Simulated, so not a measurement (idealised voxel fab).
The name of this process module is voxel spacer lines.
Pictured: cross-section cut, 180 nm wide, on a grid of 5 nm square cells.
The cross-sections in this document take the form of a grid made of square cells. They are written out as bands, in order from top to bottom. Each band consists of one or more rows of cells. It is stipulated that each band's entry specify, in nanometres, the height of the top of the band and then that of its bottom, followed by the materials of the band in left-to-right sequence, each together with its width in nanometres. A single material marked by the word "full width" is understood to fill the band from edge to edge; the word "empty" is understood to denote empty space. Where do heights start? At 0: under that level the wafer as delivered is made of one material only. And the lowest band has no floor; it just carries on downward, as in "z 0 and below". Per-row width for "30->40": begins at first number (top row of band), ends at second number (bottom row), increment between rows held constant. "no alterations made" -> step changed no cross-section cell. Reported under the label "Completely sealed voids" are the empty spaces having no open way to the top and comprising 8 cells or more; the notation for each is width x height at distance, in which the distance is measured from the left edge and all three values are in nm. Text after the settings on a step's line: the simulator's own remark on that step. "overlay nm" answers the question of how far to the right of plan the mask lay on a step that has a mask, and when it is negative the answer is to the left.
## Process steps - plan
1 RECEIVE: material Si
2 CONFORMAL_DEP: material Al2O3, thk nm 10
3 DIRECTIONAL_DEP: material TiN, thk nm 10
4 DIRECTIONAL_DEP: material aC, thk nm 30
5 PATTERN: tone cover, mask id MANDREL, material resist, width nm 25, pitch nm 70, thk nm 35, overlay nm 0
6 DIRECTIONAL_ETCH: etch materials aC, depth nm 30
7 STRIP: etch materials resist
8 CONFORMAL_DEP: material SiN, thk nm 10
9 DIRECTIONAL_ETCH: etch materials SiN, depth nm 10
10 STRIP: etch materials aC
11 DIRECTIONAL_ETCH: etch materials TiN, depth nm 10
12 STRIP: etch materials SiN
13 FILL_DEP: material lowk, thk nm 10
14 CMP: height nm 10
Don't read the plan's height nm for step 14 as applying to every wafer: that's the first wafer's value, and the wafers differ in it, though they all start identical.
## So this is the first of several wafers, cross-sectioned as it came to us, meaning it's at the end of step 1
- z 0 and below = Si full width
- Completely sealed voids: none
## First of several wafers: cross-section at the end of the module, after step 14, its last step
- z 10 to 0 = Al2O3 full width
- z 0 and below = Si full width
- Completely sealed voids: none
## At the end of the module, the last of several wafers in cross-section
- z 30 to 20 = lowk full width
- z 20 to 10 = lowk: 30, TiN: 10, lowk: 25, TiN: 10, lowk: 25, TiN: 10, lowk: 25, TiN: 10, lowk: 35
- z 10 to 0 = Al2O3 full width
- z 0 and below = Si full width
- Completely sealed voids: none
## Take any row and you have a wafer at the end of the module: how many cells of each material it has gained (+) or lost (-) since it was received, and then its closed voids
height nm 10, +72 Al2O3, Completely sealed voids: none
height nm 15, +72 Al2O3, +8 TiN, +28 lowk, Completely sealed voids: none
height nm 20, +72 Al2O3, +16 TiN, +56 lowk, Completely sealed voids: none
height nm 25, +72 Al2O3, +16 TiN, +92 lowk, Completely sealed voids: none
height nm 30, +72 Al2O3, +16 TiN, +128 lowk, Completely sealed voids: none
